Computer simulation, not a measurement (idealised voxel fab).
process module | voxel self aligned contacts
We display cut, a cross-section 195 nm in width whose square cells are each 5 nm.
Cross-section spec: square-cell grid; bands listed top down; each band is one or more rows. Heads up on the band format: heights come first, top then bottom, in nm. After that it's the materials left to right, each with its width in nm. A single material flagged "full width" fills the whole band edge to edge, and "air" means there's empty space there. Height is counted from the level 0, under which the received wafer is composed throughout of one material. The lowest of the bands is not closed at the bottom but continues downward, in the notation "from 0 down". When a width is written as two numbers, as in "30->40", the first number is the width in the top row of cells of the band and the second is the width in its bottom row, and the width changes by the same amount from each row to the next. You'll sometimes find "identical to before" written for a step, and that's the way of saying that nowhere in the cross-section did a cell change during that step. Listed in "Closed void entries": every empty space of 8 or more cells without an open way to the top. Form: width x height at distance, the distance being from the left edge, all in nm. On a step's line, text after the settings is the simulator commenting on that step. A step's line can hold "overlay nm"; with a mask on that step, the setting says how far right of the planned place the mask lay, while a negative setting says it lay to the left.
# Intended process steps
1,RECEIVE, material Si
2,OXIDIZE, depth nm 5
3,DIRECTIONAL_DEP, material polySi, thk nm 30
4,DIRECTIONAL_DEP, material SiN, thk nm 25
5,PATTERN, tone cover, mask id GATE, material resist, width nm 20, pitch nm 75, thk nm 15, overlay nm 0
6,DIRECTIONAL_ETCH, etch materials SiN, depth nm 25
7,DIRECTIONAL_ETCH, etch materials polySi, depth nm 30
8,STRIP, etch materials resist
9,CONFORMAL_DEP, material SiN, thk nm 10
10,DIRECTIONAL_ETCH, etch materials SiN, depth nm 10
11,FILL_DEP, material SiO2, thk nm 20
12,CMP, height nm 65
13,MASKED_ETCH, tone open, mask id CONTACT, width nm 55, etch materials SiO2, depth nm 70, overlay nm 0
14,CONFORMAL_DEP, material TiN, thk nm 5
15,FILL_DEP, material W, thk nm 5
16,CMP, height nm 65
17,CONFORMAL_DEP, material SiCN, thk nm 5
For clarity, it should be stated that the wafers under discussion commence in an identical condition and differ with respect to the width nm of step 5, the plan indicating the value that the first wafer had.
# First wafer of several, as received: cross-section after step 1
from 0 down = Si full width
Closed void entries: none
# Cross-section, first of several wafers, end of module, after last step 17
from 70 to 65 = SiCN full width
from 65 to 55 = 70 of SiO2 | 5->15 of TiN | 45->25 of W | 5->15 of TiN | 70 of SiO2
from 55 to 30 = 40 of SiO2 | 40 of SiN | 5 of TiN | 25 of W | 5 of TiN | 40 of SiN | 40 of SiO2
from 30 to 0 = 40 of SiO2 | 10 of SiN | 20 of polySi | 10 of SiN | 5 of TiN | 25 of W | 5 of TiN | 10 of SiN | 20 of polySi | 10 of SiN | 40 of SiO2
from 0 to -5 = 80 of SiO2 | 35 of TiN | 80 of SiO2
from -5 down = Si full width
Closed void entries: none
# Cross-sectional view, end of module, last wafer of several
from 70 to 65 = SiCN full width
from 65 to 60 = 70 of SiO2 | 5 of TiN | 45 of W | 5 of TiN | 70 of SiO2
from 60 to 55 = 70 of SiO2 | 55 of TiN | 70 of SiO2
from 55 to 30 = 30 of SiO2 | 65 of SiN | 10 of TiN | 65 of SiN | 25 of SiO2
from 30 to 0 = 30 of SiO2 | 10 of SiN | 45 of polySi | 10 of SiN | 10 of TiN | 10 of SiN | 45 of polySi | 10 of SiN | 25 of SiO2
from 0 to -5 = 95 of SiO2 | 10 of TiN | 90 of SiO2
from -5 down = Si full width
Closed void entries: none
# Below is a per-wafer table. In it, each row describes the wafer at the end of the module by giving, for each material, the number of cells gained (+) or lost (-) since the wafer was received, and after that the closed voids of the wafer
width nm 20, -39 Si, +39 SiCN, +128 SiN, +264 SiO2, +37 TiN, +69 W, +48 polySi, Closed void entries: none
width nm 25, -39 Si, +39 SiCN, +138 SiN, +254 SiO2, +37 TiN, +57 W, +60 polySi, Closed void entries: none
width nm 30, -39 Si, +39 SiCN, +148 SiN, +244 SiO2, +37 TiN, +45 W, +72 polySi, Closed void entries: none
width nm 35, -39 Si, +39 SiCN, +158 SiN, +234 SiO2, +37 TiN, +33 W, +84 polySi, Closed void entries: none
width nm 40, -39 Si, +39 SiCN, +168 SiN, +224 SiO2, +37 TiN, +21 W, +96 polySi, Closed void entries: none
width nm 45, -39 Si, +39 SiCN, +178 SiN, +214 SiO2, +37 TiN, +9 W, +108 polySi, Closed void entries: none
